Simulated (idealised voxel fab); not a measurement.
A process module follows: voxel air gaps.
Cross-section cut spans 195 nm and uses square cells 5 nm in size.
Cross-section = grid of square cells, listed top down in bands; band = one or more rows. Basically the band line says how high the top is and how high the bottom is, in nm, and then what's in it from left to right, every material with its width in nm. Empty space shows up as "air", and if a single material carries "throughout" it runs the full band edge to edge. Heads up on the height convention: 0 is the point under which the incoming wafer is all one material, and the lowest band has no bottom, it just keeps going down, like "top 0, no bottom". With a width like "30->40", each row of cells in the band differs from the next by the same amount, the top row carrying the first number and the bottom row the second. Where a step carries "nothing got changed", the cross-section came out of it unchanged, cell for cell. Heads up: "Sealed void inventory" only lists the empty pockets with no open path to the top that are 8 cells or more, and it writes them as width x height at distance, distance from the left edge, in nm. On a step's line, text after the settings is the simulator commenting on that step. overlay nm: where the mask lay relative to plan, measured to the right, on steps with a mask; negatives go left. Heads up before you read on: it's before/after pairs around one process step each, after side only down to the lowest band that changed, step plus settings under the pair. Pairs can be from different runs of this module, same starting wafer, so only chain a pair onto the one above if its "Snapshot before" entry says so.
Snapshot before:
top 0, no bottom: Si throughout
Sealed void inventory: none
Cut View, Post-Step:
top 15, bottom 0: SiO2 throughout
Under 0: no change, same as before.
Sealed void inventory: none
Which process step falls between the two cross-sections above? CONFORMAL_DEP, material SiO2, thk nm 15
Snapshot before: the after view from the pair directly above serves as the before view here.
Cut View, Post-Step:
top 20, bottom 15: SiN throughout
Under 15: no change, same as before.
Sealed void inventory: none
Which process step falls between the two cross-sections above? CONFORMAL_DEP, material SiN, thk nm 5
Snapshot before: the after view from the pair directly above serves as the before view here.
Cut View, Post-Step:
top 60, bottom 20: SiO2 throughout
Under 20: no change, same as before.
Sealed void inventory: none
Which process step falls between the two cross-sections above? DIRECTIONAL_DEP, material SiO2, thk nm 40
Snapshot before: the after view from the pair directly above serves as the before view here.
Cut View, Post-Step:
top 75, bottom 60: aC throughout
Under 60: no change, same as before.
Sealed void inventory: none
Which process step falls between the two cross-sections above? DIRECTIONAL_DEP, material aC, thk nm 15
Snapshot before: the after view from the pair directly above serves as the before view here.
Cut View, Post-Step:
top 110, bottom 75: resist 45 nm; air 15 nm; resist 30 nm; air 15 nm; resist 30 nm; air 15 nm; resist 45 nm
Under 75: no change, same as before.
Sealed void inventory: none
Which process step falls between the two cross-sections above? PATTERN, tone open, mask id LINES, material resist, width nm 15, pitch nm 45, thk nm 35, overlay nm 0
Snapshot before: the after view from the pair directly above serves as the before view here.
Cut View, Post-Step:
top 95, bottom 75: resist 45 nm; air 15 nm; resist 30 nm; air 15 nm; resist 30 nm; air 15 nm; resist 45 nm
top 75, bottom 60: aC 45 nm; air 15 nm; aC 30 nm; air 15 nm; aC 30 nm; air 15 nm; aC 45 nm
Under 60: no change, same as before.
Sealed void inventory: none
Which process step falls between the two cross-sections above? DIRECTIONAL_ETCH, etch materials aC, depth nm 15
Snapshot before: the after view from the pair directly above serves as the before view here.
Cut View, Post-Step:
top 75, bottom 60: aC 45 nm; air 15 nm; aC 30 nm; air 15 nm; aC 30 nm; air 15 nm; aC 45 nm
Under 60: no change, same as before.
Sealed void inventory: none
Which process step falls between the two cross-sections above? STRIP, etch materials resist
Snapshot before: the after view from the pair directly above serves as the before view here.
Cut View, Post-Step:
top 75, bottom 60: aC 45 nm; air 15 nm; aC 30 nm; air 15 nm; aC 30 nm; air 15 nm; aC 45 nm
top 60, bottom 20: SiO2 45 nm; air 15 nm; SiO2 30 nm; air 15 nm; SiO2 30 nm; air 15 nm; SiO2 45 nm
Under 20: no change, same as before.
Sealed void inventory: none
Which process step falls between the two cross-sections above? DIRECTIONAL_ETCH, etch materials SiO2, depth nm 40
Snapshot before: the after view from the pair directly above serves as the before view here.
Cut View, Post-Step:
top 60, bottom 20: SiO2 45 nm; air 15 nm; SiO2 30 nm; air 15 nm; SiO2 30 nm; air 15 nm; SiO2 45 nm
Under 20: no change, same as before.
Sealed void inventory: none
Which process step falls between the two cross-sections above? STRIP, etch materials aC
Snapshot before: the after view from the pair directly above serves as the before view here.
Cut View, Post-Step:
top 65, bottom 60: TiN 50 nm; air 5 nm; TiN 40 nm; air 5 nm; TiN 40 nm; air 5 nm; TiN 50 nm
top 60, bottom 25: SiO2 45 nm; TiN 5 nm; air 5 nm; TiN 5 nm; SiO2 30 nm; TiN 5 nm; air 5 nm; TiN 5 nm; SiO2 30 nm; TiN 5 nm; air 5 nm; TiN 5 nm; SiO2 45 nm
top 25, bottom 20: SiO2 45 nm; TiN 15 nm; SiO2 30 nm; TiN 15 nm; SiO2 30 nm; TiN 15 nm; SiO2 45 nm
Under 20: no change, same as before.
Sealed void inventory: none
Which process step falls between the two cross-sections above? CONFORMAL_DEP, material TiN, thk nm 5
Snapshot before: the after view from the pair directly above serves as the before view here.
Cut View, Post-Step:
top 70, bottom 65: W throughout
top 65, bottom 60: TiN 50 nm; W 5 nm; TiN 40 nm; W 5 nm; TiN 40 nm; W 5 nm; TiN 50 nm
top 60, bottom 25: SiO2 45 nm; TiN 5 nm; W 5 nm; TiN 5 nm; SiO2 30 nm; TiN 5 nm; W 5 nm; TiN 5 nm; SiO2 30 nm; TiN 5 nm; W 5 nm; TiN 5 nm; SiO2 45 nm
Under 25: no change, same as before.
Sealed void inventory: none
Which process step falls between the two cross-sections above? FILL_DEP, material W, thk nm 5
Snapshot before: the after view from the pair directly above serves as the before view here.
Cut View, Post-Step:
top 60, bottom 25: SiO2 45 nm; TiN 5 nm; W 5 nm; TiN 5 nm; SiO2 30 nm; TiN 5 nm; W 5 nm; TiN 5 nm; SiO2 30 nm; TiN 5 nm; W 5 nm; TiN 5 nm; SiO2 45 nm
Under 25: no change, same as before.
Sealed void inventory: none
Which process step falls between the two cross-sections above? CMP, height nm 60
Snapshot before: the after view from the pair directly above serves as the before view here.
Cut View, Post-Step:
top 70, bottom 60: air 35 nm; Ru 35 nm; air 10 nm; Ru 35 nm; air 10 nm; Ru 35 nm; air 35 nm
Under 60: no change, same as before.
Sealed void inventory: none
Which process step falls between the two cross-sections above? EPI, material Ru, thk nm 10
Snapshot before: the after view from the pair directly above serves as the before view here.
Cut View, Post-Step:
top 70, bottom 60: air 35 nm; Ru 35 nm; air 10 nm; Ru 35 nm; air 10 nm; Ru 35 nm; air 35 nm
top 60, bottom 25: air 45 nm; TiN 5 nm; W 5 nm; TiN 5 nm; air 30 nm; TiN 5 nm; W 5 nm; TiN 5 nm; air 30 nm; TiN 5 nm; W 5 nm; TiN 5 nm; air 45 nm
top 25, bottom 20: air 45 nm; TiN 15 nm; air 30 nm; TiN 15 nm; air 30 nm; TiN 15 nm; air 45 nm
Under 20: no change, same as before.
Sealed void inventory: none
Which process step falls between the two cross-sections above? SELECTIVE_ETCH, etch materials SiO2, depth nm 50
Snapshot before: the after view from the pair directly above serves as the before view here.
Cut View, Post-Step:
top 75, bottom 70: air 30 nm; SiN 135 nm; air 30 nm
top 70, bottom 60: air 30 nm; SiN 5 nm; Ru 35 nm; SiN 10 nm; Ru 35 nm; SiN 10 nm; Ru 35 nm; SiN 5 nm; air 30 nm
top 60, bottom 55: air 30 nm; SiN 15 nm; TiN 5 nm; W 5 nm; TiN 5 nm; SiN 30 nm; TiN 5 nm; W 5 nm; TiN 5 nm; SiN 30 nm; TiN 5 nm; W 5 nm; TiN 5 nm; SiN 15 nm; air 30 nm
top 55, bottom 25: air 40 nm; SiN 5 nm; TiN 5 nm; W 5 nm; TiN 5 nm; SiN 5 nm; air 20 nm; SiN 5 nm; TiN 5 nm; W 5 nm; TiN 5 nm; SiN 5 nm; air 20 nm; SiN 5 nm; TiN 5 nm; W 5 nm; TiN 5 nm; SiN 5 nm; air 40 nm
top 25, bottom 20: SiN 45 nm; TiN 15 nm; SiN 30 nm; TiN 15 nm; SiN 30 nm; TiN 15 nm; SiN 45 nm
Under 20: no change, same as before.
Sealed void inventory: 20 x 30 at 65; 20 x 30 at 110
Which process step falls between the two cross-sections above? CONFORMAL_DEP, material SiN, thk nm 5
Snapshot before:
top 15, bottom 0: SiO2 throughout
top 0, no bottom: Si throughout
Sealed void inventory: none
Cut View, Post-Step:
top 55, bottom 0: SiO2 throughout
Under 0: no change, same as before.
Sealed void inventory: none
Which process step falls between the two cross-sections above? DIRECTIONAL_DEP, material SiO2, thk nm 40
Snapshot before: the after view from the pair directly above serves as the before view here.
Cut View, Post-Step:
top 70, bottom 55: aC throughout
Under 55: no change, same as before.
Sealed void inventory: none
Which process step falls between the two cross-sections above? DIRECTIONAL_DEP, material aC, thk nm 15
Snapshot before: the after view from the pair directly above serves as the before view here.
Cut View, Post-Step:
top 105, bottom 70: resist 45 nm; air 15 nm; resist 30 nm; air 15 nm; resist 30 nm; air 15 nm; resist 45 nm
Under 70: no change, same as before.
Sealed void inventory: none
Which process step falls between the two cross-sections above? PATTERN, tone open, mask id LINES, material resist, width nm 15, pitch nm 45, thk nm 35, overlay nm 0
Snapshot before: the after view from the pair directly above serves as the before view here.
Cut View, Post-Step:
top 90, bottom 70: resist 45 nm; air 15 nm; resist 30 nm; air 15 nm; resist 30 nm; air 15 nm; resist 45 nm
top 70, bottom 55: aC 45 nm; air 15 nm; aC 30 nm; air 15 nm; aC 30 nm; air 15 nm; aC 45 nm
Under 55: no change, same as before.
Sealed void inventory: none
Which process step falls between the two cross-sections above? DIRECTIONAL_ETCH, etch materials aC, depth nm 15
Snapshot before: the after view from the pair directly above serves as the before view here.
Cut View, Post-Step:
top 70, bottom 55: aC 45 nm; air 15 nm; aC 30 nm; air 15 nm; aC 30 nm; air 15 nm; aC 45 nm
Under 55: no change, same as before.
Sealed void inventory: none
Which process step falls between the two cross-sections above? STRIP, etch materials resist
Snapshot before: the after view from the pair directly above serves as the before view here.
Cut View, Post-Step:
top 70, bottom 55: aC 45 nm; air 15 nm; aC 30 nm; air 15 nm; aC 30 nm; air 15 nm; aC 45 nm
top 55, bottom 15: SiO2 45 nm; air 15 nm; SiO2 30 nm; air 15 nm; SiO2 30 nm; air 15 nm; SiO2 45 nm
Under 15: no change, same as before.
Sealed void inventory: none
Which process step falls between the two cross-sections above? DIRECTIONAL_ETCH, etch materials SiO2, depth nm 40
Snapshot before: the after view from the pair directly above serves as the before view here.
Cut View, Post-Step:
top 55, bottom 15: SiO2 45 nm; air 15 nm; SiO2 30 nm; air 15 nm; SiO2 30 nm; air 15 nm; SiO2 45 nm
Under 15: no change, same as before.
Sealed void inventory: none
Which process step falls between the two cross-sections above? STRIP, etch materials aC
Snapshot before: the after view from the pair directly above serves as the before view here.
Cut View, Post-Step:
top 60, bottom 55: TiN 50 nm; air 5 nm; TiN 40 nm; air 5 nm; TiN 40 nm; air 5 nm; TiN 50 nm
top 55, bottom 20: SiO2 45 nm; TiN 5 nm; air 5 nm; TiN 5 nm; SiO2 30 nm; TiN 5 nm; air 5 nm; TiN 5 nm; SiO2 30 nm; TiN 5 nm; air 5 nm; TiN 5 nm; SiO2 45 nm
top 20, bottom 15: SiO2 45 nm; TiN 15 nm; SiO2 30 nm; TiN 15 nm; SiO2 30 nm; TiN 15 nm; SiO2 45 nm
Under 15: no change, same as before.
Sealed void inventory: none
Which process step falls between the two cross-sections above? CONFORMAL_DEP, material TiN, thk nm 5
Snapshot before: the after view from the pair directly above serves as the before view here.
Cut View, Post-Step:
top 65, bottom 60: W throughout
top 60, bottom 55: TiN 50 nm; W 5 nm; TiN 40 nm; W 5 nm; TiN 40 nm; W 5 nm; TiN 50 nm
top 55, bottom 20: SiO2 45 nm; TiN 5 nm; W 5 nm; TiN 5 nm; SiO2 30 nm; TiN 5 nm; W 5 nm; TiN 5 nm; SiO2 30 nm; TiN 5 nm; W 5 nm; TiN 5 nm; SiO2 45 nm
Under 20: no change, same as before.
Sealed void inventory: none
Which process step falls between the two cross-sections above? FILL_DEP, material W, thk nm 5
Snapshot before: the after view from the pair directly above serves as the before view here.
Cut View, Post-Step:
top 60, bottom 55: TiN 50 nm; W 5 nm; TiN 40 nm; W 5 nm; TiN 40 nm; W 5 nm; TiN 50 nm
Under 55: no change, same as before.
Sealed void inventory: none
Which process step falls between the two cross-sections above? CMP, height nm 60
Snapshot before: the after view from the pair directly above serves as the before view here.
Cut View, Post-Step:
top 70, bottom 60: Ru throughout
Under 60: no change, same as before.
Sealed void inventory: none
Which process step falls between the two cross-sections above? EPI, material Ru, thk nm 10
Snapshot before: the after view from the pair directly above serves as the before view here.
Cut View, Post-Step:
top 75, bottom 70: SiN throughout
Under 70: no change, same as before.
Sealed void inventory: none
Which process step falls between the two cross-sections above? CONFORMAL_DEP, material SiN, thk nm 5
Snapshot before:
top 70, bottom 60: air 35 nm; Ru 35 nm; air 10 nm; Ru 35 nm; air 10 nm; Ru 35 nm; air 35 nm
top 60, bottom 25: SiO2 45 nm; TiN 5 nm; W 5 nm; TiN 5 nm; SiO2 30 nm; TiN 5 nm; W 5 nm; TiN 5 nm; SiO2 30 nm; TiN 5 nm; W 5 nm; TiN 5 nm; SiO2 45 nm
top 25, bottom 20: SiO2 45 nm; TiN 15 nm; SiO2 30 nm; TiN 15 nm; SiO2 30 nm; TiN 15 nm; SiO2 45 nm
top 20, bottom 15: SiN throughout
top 15, bottom 0: SiO2 throughout
top 0, no bottom: Si throughout
Sealed void inventory: none
Cut View, Post-Step:
top 80, bottom 60: air 25 nm; Ru 145 nm; air 25 nm
Under 60: no change, same as before.
Sealed void inventory: none
Which process step falls between the two cross-sections above? EPI, material Ru, thk nm 10
Snapshot before: the after view from the pair directly above serves as the before view here.
Cut View, Post-Step:
top 80, bottom 60: air 25 nm; Ru 145 nm; air 25 nm
top 60, bottom 25: air 45 nm; TiN 5 nm; W 5 nm; TiN 5 nm; SiO2 30 nm; TiN 5 nm; W 5 nm; TiN 5 nm; SiO2 30 nm; TiN 5 nm; W 5 nm; TiN 5 nm; air 45 nm
top 25, bottom 20: air 45 nm; TiN 15 nm; SiO2 30 nm; TiN 15 nm; SiO2 30 nm; TiN 15 nm; air 45 nm
Under 20: no change, same as before.
Sealed void inventory: none
Which process step falls between the two cross-sections above? SELECTIVE_ETCH, etch materials SiO2, depth nm 50
Snapshot before: the after view from the pair directly above serves as the before view here.
Cut View, Post-Step:
top 85, bottom 80: air 20 nm; SiN 155 nm; air 20 nm
top 80, bottom 60: air 20 nm; SiN 5 nm; Ru 145 nm; SiN 5 nm; air 20 nm
top 60, bottom 55: air 20 nm; SiN 25 nm; TiN 5 nm; W 5 nm; TiN 5 nm; SiO2 30 nm; TiN 5 nm; W 5 nm; TiN 5 nm; SiO2 30 nm; TiN 5 nm; W 5 nm; TiN 5 nm; SiN 25 nm; air 20 nm
top 55, bottom 25: air 40 nm; SiN 5 nm; TiN 5 nm; W 5 nm; TiN 5 nm; SiO2 30 nm; TiN 5 nm; W 5 nm; TiN 5 nm; SiO2 30 nm; TiN 5 nm; W 5 nm; TiN 5 nm; SiN 5 nm; air 40 nm
top 25, bottom 20: SiN 45 nm; TiN 15 nm; SiO2 30 nm; TiN 15 nm; SiO2 30 nm; TiN 15 nm; SiN 45 nm
Under 20: no change, same as before.
Sealed void inventory: none
Which process step falls between the two cross-sections above? CONFORMAL_DEP, material SiN, thk nm 5
Snapshot before:
top 55, bottom 0: SiO2 throughout
top 0, no bottom: Si throughout
Sealed void inventory: none
Cut View, Post-Step:
top 60, bottom 55: SiN throughout
Under 55: no change, same as before.
Sealed void inventory: none
Which process step falls between the two cross-sections above? CONFORMAL_DEP, material SiN, thk nm 5
Snapshot before: the after view from the pair directly above serves as the before view here.
Cut View, Post-Step:
top 75, bottom 60: aC throughout
Under 60: no change, same as before.
Sealed void inventory: none
Which process step falls between the two cross-sections above? DIRECTIONAL_DEP, material aC, thk nm 15
Snapshot before: the after view from the pair directly above serves as the before view here.
Cut View, Post-Step:
top 110, bottom 75: resist 45 nm; air 15 nm; resist 30 nm; air 15 nm; resist 30 nm; air 15 nm; resist 45 nm
Under 75: no change, same as before.
Sealed void inventory: none
Which process step falls between the two cross-sections above? PATTERN, tone open, mask id LINES, material resist, width nm 15, pitch nm 45, thk nm 35, overlay nm 0
Snapshot before: the after view from the pair directly above serves as the before view here.
Cut View, Post-Step:
top 95, bottom 75: resist 45 nm; air 15 nm; resist 30 nm; air 15 nm; resist 30 nm; air 15 nm; resist 45 nm
top 75, bottom 60: aC 45 nm; air 15 nm; aC 30 nm; air 15 nm; aC 30 nm; air 15 nm; aC 45 nm
Under 60: no change, same as before.
Sealed void inventory: none
Which process step falls between the two cross-sections above? DIRECTIONAL_ETCH, etch materials aC, depth nm 15
Snapshot before: the after view from the pair directly above serves as the before view here.
Cut View, Post-Step:
top 75, bottom 60: aC 45 nm; air 15 nm; aC 30 nm; air 15 nm; aC 30 nm; air 15 nm; aC 45 nm
Under 60: no change, same as before.
Sealed void inventory: none
Which process step falls between the two cross-sections above? STRIP, etch materials resist
Snapshot before: the after view from the pair directly above serves as the before view here.
Cut View, Post-Step:
top 60, bottom 55: SiN throughout
Under 55: no change, same as before.
Sealed void inventory: none
Which process step falls between the two cross-sections above? STRIP, etch materials aC
Snapshot before: the after view from the pair directly above serves as the before view here.
Cut View, Post-Step:
top 65, bottom 60: TiN throughout
Under 60: no change, same as before.
Sealed void inventory: none
Which process step falls between the two cross-sections above? CONFORMAL_DEP, material TiN, thk nm 5
Snapshot before: the after view from the pair directly above serves as the before view here.
Cut View, Post-Step:
top 70, bottom 65: W throughout
Under 65: no change, same as before.
Sealed void inventory: none
Which process step falls between the two cross-sections above? FILL_DEP, material W, thk nm 5
Snapshot before: the after view from the pair directly above serves as the before view here.
Cut View, Post-Step:
top 60, bottom 55: SiN throughout
Under 55: no change, same as before.
Sealed void inventory: none
Which process step falls between the two cross-sections above? CMP, height nm 60
Snapshot before: the after view from the pair directly above serves as the before view here.
Cut View, Post-Step:
top 65, bottom 55: SiN throughout
Under 55: no change, same as before.
Sealed void inventory: none
Which process step falls between the two cross-sections above? CONFORMAL_DEP, material SiN, thk nm 5
Snapshot before:
top 15, bottom 0: SiO2 throughout
top 0, no bottom: Si throughout
Sealed void inventory: none
Cut View, Post-Step:
top 30, bottom 15: SiN throughout
Under 15: no change, same as before.
Sealed void inventory: none
Which process step falls between the two cross-sections above? CONFORMAL_DEP, material SiN, thk nm 15
Snapshot before: the after view from the pair directly above serves as the before view here.
Cut View, Post-Step:
top 70, bottom 30: SiO2 throughout
Under 30: no change, same as before.
Sealed void inventory: none
Which process step falls between the two cross-sections above? DIRECTIONAL_DEP, material SiO2, thk nm 40
Snapshot before: the after view from the pair directly above serves as the before view here.
Cut View, Post-Step:
top 85, bottom 70: aC throughout
Under 70: no change, same as before.
Sealed void inventory: none
Which process step falls between the two cross-sections above? DIRECTIONAL_DEP, material aC, thk nm 15
Snapshot before: the after view from the pair directly above serves as the before view here.
Cut View, Post-Step:
top 120, bottom 85: resist 45 nm; air 15 nm; resist 30 nm; air 15 nm; resist 30 nm; air 15 nm; resist 45 nm
Under 85: no change, same as before.
Sealed void inventory: none
Which process step falls between the two cross-sections above? PATTERN, tone open, mask id LINES, material resist, width nm 15, pitch nm 45, thk nm 35, overlay nm 0
Snapshot before: the after view from the pair directly above serves as the before view here.
Cut View, Post-Step:
top 105, bottom 85: resist 45 nm; air 15 nm; resist 30 nm; air 15 nm; resist 30 nm; air 15 nm; resist 45 nm
top 85, bottom 70: aC 45 nm; air 15 nm; aC 30 nm; air 15 nm; aC 30 nm; air 15 nm; aC 45 nm
Under 70: no change, same as before.
Sealed void inventory: none
Which process step falls between the two cross-sections above? DIRECTIONAL_ETCH, etch materials aC, depth nm 15
Snapshot before: the after view from the pair directly above serves as the before view here.
Cut View, Post-Step:
top 85, bottom 70: aC 45 nm; air 15 nm; aC 30 nm; air 15 nm; aC 30 nm; air 15 nm; aC 45 nm
Under 70: no change, same as before.
Sealed void inventory: none
Which process step falls between the two cross-sections above? STRIP, etch materials resist
Snapshot before: the after view from the pair directly above serves as the before view here.
Cut View, Post-Step:
top 85, bottom 70: aC 45 nm; air 15 nm; aC 30 nm; air 15 nm; aC 30 nm; air 15 nm; aC 45 nm
top 70, bottom 30: SiO2 45 nm; air 15 nm; SiO2 30 nm; air 15 nm; SiO2 30 nm; air 15 nm; SiO2 45 nm
Under 30: no change, same as before.
Sealed void inventory: none
Which process step falls between the two cross-sections above? DIRECTIONAL_ETCH, etch materials SiO2, depth nm 40
Snapshot before: the after view from the pair directly above serves as the before view here.
Cut View, Post-Step:
top 70, bottom 30: SiO2 45 nm; air 15 nm; SiO2 30 nm; air 15 nm; SiO2 30 nm; air 15 nm; SiO2 45 nm
Under 30: no change, same as before.
Sealed void inventory: none
Which process step falls between the two cross-sections above? STRIP, etch materials aC
Snapshot before: the after view from the pair directly above serves as the before view here.
Cut View, Post-Step:
top 75, bottom 70: TiN 50 nm; air 5 nm; TiN 40 nm; air 5 nm; TiN 40 nm; air 5 nm; TiN 50 nm
top 70, bottom 35: SiO2 45 nm; TiN 5 nm; air 5 nm; TiN 5 nm; SiO2 30 nm; TiN 5 nm; air 5 nm; TiN 5 nm; SiO2 30 nm; TiN 5 nm; air 5 nm; TiN 5 nm; SiO2 45 nm
top 35, bottom 30: SiO2 45 nm; TiN 15 nm; SiO2 30 nm; TiN 15 nm; SiO2 30 nm; TiN 15 nm; SiO2 45 nm
Under 30: no change, same as before.
Sealed void inventory: none
Which process step falls between the two cross-sections above? CONFORMAL_DEP, material TiN, thk nm 5
Snapshot before: the after view from the pair directly above serves as the before view here.
Cut View, Post-Step:
top 80, bottom 75: W throughout
top 75, bottom 70: TiN 50 nm; W 5 nm; TiN 40 nm; W 5 nm; TiN 40 nm; W 5 nm; TiN 50 nm
top 70, bottom 35: SiO2 45 nm; TiN 5 nm; W 5 nm; TiN 5 nm; SiO2 30 nm; TiN 5 nm; W 5 nm; TiN 5 nm; SiO2 30 nm; TiN 5 nm; W 5 nm; TiN 5 nm; SiO2 45 nm
Under 35: no change, same as before.
Sealed void inventory: none
Which process step falls between the two cross-sections above? FILL_DEP, material W, thk nm 5
Snapshot before: the after view from the pair directly above serves as the before view here.
Cut View, Post-Step:
top 60, bottom 35: SiO2 45 nm; TiN 5 nm; W 5 nm; TiN 5 nm; SiO2 30 nm; TiN 5 nm; W 5 nm; TiN 5 nm; SiO2 30 nm; TiN 5 nm; W 5 nm; TiN 5 nm; SiO2 45 nm
Under 35: no change, same as before.
Sealed void inventory: none
Which process step falls between the two cross-sections above? CMP, height nm 60
Snapshot before: the after view from the pair directly above serves as the before view here.
Cut View, Post-Step:
top 70, bottom 60: air 35 nm; Ru 35 nm; air 10 nm; Ru 35 nm; air 10 nm; Ru 35 nm; air 35 nm
Under 60: no change, same as before.
Sealed void inventory: none
Which process step falls between the two cross-sections above? EPI, material Ru, thk nm 10
Snapshot before: the after view from the pair directly above serves as the before view here.
Cut View, Post-Step:
top 70, bottom 60: air 35 nm; Ru 35 nm; air 10 nm; Ru 35 nm; air 10 nm; Ru 35 nm; air 35 nm
top 60, bottom 35: air 45 nm; TiN 5 nm; W 5 nm; TiN 5 nm; air 30 nm; TiN 5 nm; W 5 nm; TiN 5 nm; air 30 nm; TiN 5 nm; W 5 nm; TiN 5 nm; air 45 nm
top 35, bottom 30: air 45 nm; TiN 15 nm; air 30 nm; TiN 15 nm; air 30 nm; TiN 15 nm; air 45 nm
Under 30: no change, same as before.
Sealed void inventory: none
Which process step falls between the two cross-sections above? SELECTIVE_ETCH, etch materials SiO2, depth nm 50
Snapshot before: the after view from the pair directly above serves as the before view here.
Cut View, Post-Step:
top 75, bottom 70: air 30 nm; SiN 135 nm; air 30 nm
top 70, bottom 60: air 30 nm; SiN 5 nm; Ru 35 nm; SiN 10 nm; Ru 35 nm; SiN 10 nm; Ru 35 nm; SiN 5 nm; air 30 nm
top 60, bottom 55: air 30 nm; SiN 15 nm; TiN 5 nm; W 5 nm; TiN 5 nm; SiN 30 nm; TiN 5 nm; W 5 nm; TiN 5 nm; SiN 30 nm; TiN 5 nm; W 5 nm; TiN 5 nm; SiN 15 nm; air 30 nm
top 55, bottom 35: air 40 nm; SiN 5 nm; TiN 5 nm; W 5 nm; TiN 5 nm; SiN 5 nm; air 20 nm; SiN 5 nm; TiN 5 nm; W 5 nm; TiN 5 nm; SiN 5 nm; air 20 nm; SiN 5 nm; TiN 5 nm; W 5 nm; TiN 5 nm; SiN 5 nm; air 40 nm
top 35, bottom 30: SiN 45 nm; TiN 15 nm; SiN 30 nm; TiN 15 nm; SiN 30 nm; TiN 15 nm; SiN 45 nm
Under 30: no change, same as before.
Sealed void inventory: 20 x 20 at 65; 20 x 20 at 110
Which process step falls between the two cross-sections above? CONFORMAL_DEP, material SiN, thk nm 5
Snapshot before:
top 75, bottom 60: aC throughout
top 60, bottom 20: SiO2 throughout
top 20, bottom 15: SiN throughout
top 15, bottom 0: SiO2 throughout
top 0, no bottom: Si throughout
Sealed void inventory: none
Cut View, Post-Step:
top 110, bottom 75: resist 45 nm; air 20 nm; resist 25 nm; air 20 nm; resist 25 nm; air 20 nm; resist 40 nm
Under 75: no change, same as before.
Sealed void inventory: none
Which process step falls between the two cross-sections above? PATTERN, tone open, mask id LINES, material resist, width nm 20, pitch nm 45, thk nm 35, overlay nm 0
Snapshot before: the after view from the pair directly above serves as the before view here.
Cut View, Post-Step:
top 95, bottom 75: resist 45 nm; air 20 nm; resist 25 nm; air 20 nm; resist 25 nm; air 20 nm; resist 40 nm
top 75, bottom 60: aC 45 nm; air 20 nm; aC 25 nm; air 20 nm; aC 25 nm; air 20 nm; aC 40 nm
Under 60: no change, same as before.
Sealed void inventory: none
Which process step falls between the two cross-sections above? DIRECTIONAL_ETCH, etch materials aC, depth nm 15
Snapshot before: the after view from the pair directly above serves as the before view here.
Cut View, Post-Step:
top 75, bottom 60: aC 45 nm; air 20 nm; aC 25 nm; air 20 nm; aC 25 nm; air 20 nm; aC 40 nm
Under 60: no change, same as before.
Sealed void inventory: none
Which process step falls between the two cross-sections above? STRIP, etch materials resist
Snapshot before: the after view from the pair directly above serves as the before view here.
Cut View, Post-Step:
top 75, bottom 60: aC 45 nm; air 20 nm; aC 25 nm; air 20 nm; aC 25 nm; air 20 nm; aC 40 nm
top 60, bottom 20: SiO2 45 nm; air 20 nm; SiO2 25 nm; air 20 nm; SiO2 25 nm; air 20 nm; SiO2 40 nm
Under 20: no change, same as before.
Sealed void inventory: none
Which process step falls between the two cross-sections above? DIRECTIONAL_ETCH, etch materials SiO2, depth nm 40
Snapshot before: the after view from the pair directly above serves as the before view here.
Cut View, Post-Step:
top 60, bottom 20: SiO2 45 nm; air 20 nm; SiO2 25 nm; air 20 nm; SiO2 25 nm; air 20 nm; SiO2 40 nm
Under 20: no change, same as before.
Sealed void inventory: none
Which process step falls between the two cross-sections above? STRIP, etch materials aC
Snapshot before: the after view from the pair directly above serves as the before view here.
Cut View, Post-Step:
top 65, bottom 60: TiN 50 nm; air 10 nm; TiN 35 nm; air 10 nm; TiN 35 nm; air 10 nm; TiN 45 nm
top 60, bottom 25: SiO2 45 nm; TiN 5 nm; air 10 nm; TiN 5 nm; SiO2 25 nm; TiN 5 nm; air 10 nm; TiN 5 nm; SiO2 25 nm; TiN 5 nm; air 10 nm; TiN 5 nm; SiO2 40 nm
top 25, bottom 20: SiO2 45 nm; TiN 20 nm; SiO2 25 nm; TiN 20 nm; SiO2 25 nm; TiN 20 nm; SiO2 40 nm
Under 20: no change, same as before.
Sealed void inventory: none
Which process step falls between the two cross-sections above? CONFORMAL_DEP, material TiN, thk nm 5
Snapshot before: the after view from the pair directly above serves as the before view here.
Cut View, Post-Step:
top 70, bottom 65: W throughout
top 65, bottom 60: TiN 50 nm; W 10 nm; TiN 35 nm; W 10 nm; TiN 35 nm; W 10 nm; TiN 45 nm
top 60, bottom 25: SiO2 45 nm; TiN 5 nm; W 10 nm; TiN 5 nm; SiO2 25 nm; TiN 5 nm; W 10 nm; TiN 5 nm; SiO2 25 nm; TiN 5 nm; W 10 nm; TiN 5 nm; SiO2 40 nm
Under 25: no change, same as before.
Sealed void inventory: none
Which process step falls between the two cross-sections above? FILL_DEP, material W, thk nm 5
Snapshot before: the after view from the pair directly above serves as the before view here.
Cut View, Post-Step:
top 60, bottom 25: SiO2 45 nm; TiN 5 nm; W 10 nm; TiN 5 nm; SiO2 25 nm; TiN 5 nm; W 10 nm; TiN 5 nm; SiO2 25 nm; TiN 5 nm; W 10 nm; TiN 5 nm; SiO2 40 nm
Under 25: no change, same as before.
Sealed void inventory: none
Which process step falls between the two cross-sections above? CMP, height nm 60
Snapshot before: the after view from the pair directly above serves as the before view here.
Cut View, Post-Step:
top 70, bottom 60: air 35 nm; Ru 40 nm; air 5 nm; Ru 40 nm; air 5 nm; Ru 40 nm; air 30 nm
Under 60: no change, same as before.
Sealed void inventory: none
Which process step falls between the two cross-sections above? EPI, material Ru, thk nm 10
Snapshot before: the after view from the pair directly above serves as the before view here.
Cut View, Post-Step:
top 70, bottom 60: air 35 nm; Ru 40 nm; air 5 nm; Ru 40 nm; air 5 nm; Ru 40 nm; air 30 nm
top 60, bottom 25: air 45 nm; TiN 5 nm; W 10 nm; TiN 5 nm; air 25 nm; TiN 5 nm; W 10 nm; TiN 5 nm; air 25 nm; TiN 5 nm; W 10 nm; TiN 5 nm; air 40 nm
top 25, bottom 20: air 45 nm; TiN 20 nm; air 25 nm; TiN 20 nm; air 25 nm; TiN 20 nm; air 40 nm
Under 20: no change, same as before.
Sealed void inventory: none
Which process step falls between the two cross-sections above? SELECTIVE_ETCH, etch materials SiO2, depth nm 50
